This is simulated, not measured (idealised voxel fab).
Documented hereafter: the process module known as voxel quadruple lines.
Pictured: cross-section cut, 300 nm wide, on a grid of 5 nm square cells.
Think of the cross-section as a grid of square cells. We describe it in bands, top to bottom, and each band covers one or more rows of those cells. First you get the band's top height and its bottom height, in nm, and then the materials it's made of, left to right, with each width in nm. If you see a single material with "full width", that one covers the band edge to edge. "blank" is empty space. Heights are expressed relative to 0, this being the level below which the as-received wafer comprises one material exclusively. The lowest band is unbounded in the downward direction and is denoted as in "0 and below". A two-number width, for instance "30 to 40", indicates that the width is equal to the first number in the top row of the band and to the second number in the bottom row, and that it changes by a constant amount per row of cells. Step note "same as before" = no cross-section cell changed. Closed-off voids of 8+ cells (no open route to the top) go in "Sealed void list", written width x height at distance from the left edge, in nm. Heads up: the bit after the settings on a step's line is the simulator's remark on that step. You can add "overlay nm" to a step's line. For a step with a mask, it describes how far the mask lay to the right of its planned position, and a negative number describes a lay to the left.

[The steps planned for the process are as follows]
1) RECEIVE,material Si
2) CONFORMAL_DEP,material Al2O3,thk nm 5
3) DIRECTIONAL_DEP,material W,thk nm 10
4) DIRECTIONAL_DEP,material polySi,thk nm 15
5) DIRECTIONAL_DEP,material aC,thk nm 25
6) PATTERN,tone cover,mask id MANDREL,material resist,width nm 35,thk nm 35,overlay nm 0
7) DIRECTIONAL_ETCH,etch materials aC,depth nm 25
8) STRIP,etch materials resist
9) CONFORMAL_DEP,material SiO2,thk nm 15
10) DIRECTIONAL_ETCH,etch materials SiO2,depth nm 15
11) STRIP,etch materials aC
12) DIRECTIONAL_ETCH,etch materials polySi,depth nm 15
13) STRIP,etch materials SiO2
14) CONFORMAL_DEP,material SiN,thk nm 10
15) DIRECTIONAL_ETCH,etch materials SiN,depth nm 10
16) STRIP,etch materials polySi
17) DIRECTIONAL_ETCH,etch materials W,depth nm 10
18) STRIP,etch materials SiN

[Below: the first of two wafers, run as planned]

[Cross-section of the wafer upon arrival, representing the state reached after step 1]
0 and below  Si full width
Sealed void list: none

[Step 2 done - wafer cross-section]
5 down to 0  Al2O3 full width
Below 0, no change.

[Step 3 done - wafer cross-section]
15 down to 5  W full width
Below 5, no change.

[Step 4 done - wafer cross-section]
30 down to 15  polySi full width
Below 15, no change.

[Step 5 done - wafer cross-section]
55 down to 30  aC full width
Below 30, no change.

[Step 6 done - wafer cross-section]
90 down to 55  blank (130); resist (35); blank (135)
Below 55, no change.

[Step 7 done - wafer cross-section]
65 down to 55  blank (130); resist (35); blank (135)
55 down to 30  blank (130); aC (35); blank (135)
Below 30, no change.

[Step 8 done - wafer cross-section]
55 down to 30  blank (130); aC (35); blank (135)
Below 30, no change.

[Step 9 done - wafer cross-section]
70 down to 55  blank (115); SiO2 (65); blank (120)
55 down to 45  blank (115); SiO2 (15); aC (35); SiO2 (15); blank (120)
45 down to 30  SiO2 (130); aC (35); SiO2 (135)
Below 30, no change.

[Step 10 done - wafer cross-section]
55 down to 30  blank (115); SiO2 (15); aC (35); SiO2 (15); blank (120)
Below 30, no change.

[Step 11 done - wafer cross-section]
55 down to 30  blank (115); SiO2 (15); blank (35); SiO2 (15); blank (120)
Below 30, no change.

[Step 12 done - wafer cross-section]
55 down to 30  blank (115); SiO2 (15); blank (35); SiO2 (15); blank (120)
30 down to 15  blank (115); polySi (15); blank (35); polySi (15); blank (120)
Below 15, no change.

[Step 13 done - wafer cross-section]
30 down to 15  blank (115); polySi (15); blank (35); polySi (15); blank (120)
Below 15, no change.

[Step 14 done - wafer cross-section]
40 down to 30  blank (105); SiN (35); blank (15); SiN (35); blank (110)
30 down to 25  blank (105); SiN (10); polySi (15); SiN (10); blank (15); SiN (10); polySi (15); SiN (10); blank (110)
25 down to 15  SiN (115); polySi (15); SiN (35); polySi (15); SiN (120)
Below 15, no change.

[Step 15 done - wafer cross-section]
30 down to 15  blank (105); SiN (10); polySi (15); SiN (10); blank (15); SiN (10); polySi (15); SiN (10); blank (110)
Below 15, no change.

[Step 16 done - wafer cross-section]
30 down to 15  blank (105); SiN (10); blank (15); SiN (10); blank (15); SiN (10); blank (15); SiN (10); blank (110)
Below 15, no change.

[Step 17 done - wafer cross-section]
30 down to 15  blank (105); SiN (10); blank (15); SiN (10); blank (15); SiN (10); blank (15); SiN (10); blank (110)
15 down to 5  blank (105); W (10); blank (15); W (10); blank (15); W (10); blank (15); W (10); blank (110)
Below 5, no change.

[Step 18 done - wafer cross-section]
15 down to 5  blank (105); W (10); blank (15); W (10); blank (15); W (10); blank (15); W (10); blank (110)
Below 5, no change.

[Wafer two. Same start, same plan, one slip in execution. Same as wafer one through step 1, inclusive]

Second wafer, section view, time point: scheduled end of step 2: same as before

[Second wafer, section view, time point: scheduled end of step 3]
10 down to 0  W full width
Below 0, no change.

[Second wafer, section view, time point: scheduled end of step 4]
25 down to 10  polySi full width
Below 10, no change.

[Second wafer, section view, time point: scheduled end of step 5]
50 down to 25  aC full width
Below 25, no change.

[Second wafer, section view, time point: scheduled end of step 6]
85 down to 50  blank (130); resist (35); blank (135)
Below 50, no change.

[Second wafer, section view, time point: scheduled end of step 7]
60 down to 50  blank (130); resist (35); blank (135)
50 down to 25  blank (130); aC (35); blank (135)
Below 25, no change.

[Second wafer, section view, time point: scheduled end of step 8]
50 down to 25  blank (130); aC (35); blank (135)
Below 25, no change.

[Second wafer, section view, time point: scheduled end of step 9]
65 down to 50  blank (115); SiO2 (65); blank (120)
50 down to 40  blank (115); SiO2 (15); aC (35); SiO2 (15); blank (120)
40 down to 25  SiO2 (130); aC (35); SiO2 (135)
Below 25, no change.

[Second wafer, section view, time point: scheduled end of step 10]
50 down to 25  blank (115); SiO2 (15); aC (35); SiO2 (15); blank (120)
Below 25, no change.

[Second wafer, section view, time point: scheduled end of step 11]
50 down to 25  blank (115); SiO2 (15); blank (35); SiO2 (15); blank (120)
Below 25, no change.

[Second wafer, section view, time point: scheduled end of step 12]
50 down to 25  blank (115); SiO2 (15); blank (35); SiO2 (15); blank (120)
25 down to 10  blank (115); polySi (15); blank (35); polySi (15); blank (120)
Below 10, no change.

[Second wafer, section view, time point: scheduled end of step 13]
25 down to 10  blank (115); polySi (15); blank (35); polySi (15); blank (120)
Below 10, no change.

[Second wafer, section view, time point: scheduled end of step 14]
35 down to 25  blank (105); SiN (35); blank (15); SiN (35); blank (110)
25 down to 20  blank (105); SiN (10); polySi (15); SiN (10); blank (15); SiN (10); polySi (15); SiN (10); blank (110)
20 down to 10  SiN (115); polySi (15); SiN (35); polySi (15); SiN (120)
Below 10, no change.

[Second wafer, section view, time point: scheduled end of step 15]
25 down to 10  blank (105); SiN (10); polySi (15); SiN (10); blank (15); SiN (10); polySi (15); SiN (10); blank (110)
Below 10, no change.

[Second wafer, section view, time point: scheduled end of step 16]
25 down to 10  blank (105); SiN (10); blank (15); SiN (10); blank (15); SiN (10); blank (15); SiN (10); blank (110)
Below 10, no change.

[Second wafer, section view, time point: scheduled end of step 17]
25 down to 10  blank (105); SiN (10); blank (15); SiN (10); blank (15); SiN (10); blank (15); SiN (10); blank (110)
10 down to 0  blank (105); W (10); blank (15); W (10); blank (15); W (10); blank (15); W (10); blank (110)
Below 0, no change.

[Second wafer, section view, time point: scheduled end of step 18]
10 down to 0  blank (105); W (10); blank (15); W (10); blank (15); W (10); blank (15); W (10); blank (110)
Below 0, no change.
Error vs. plan: step 2 of the plan got skipped, so it never ran
Bottom line after processing is that, in cells, the second wafer is up or down on some materials versus the first: 60 fewer of Al2O3
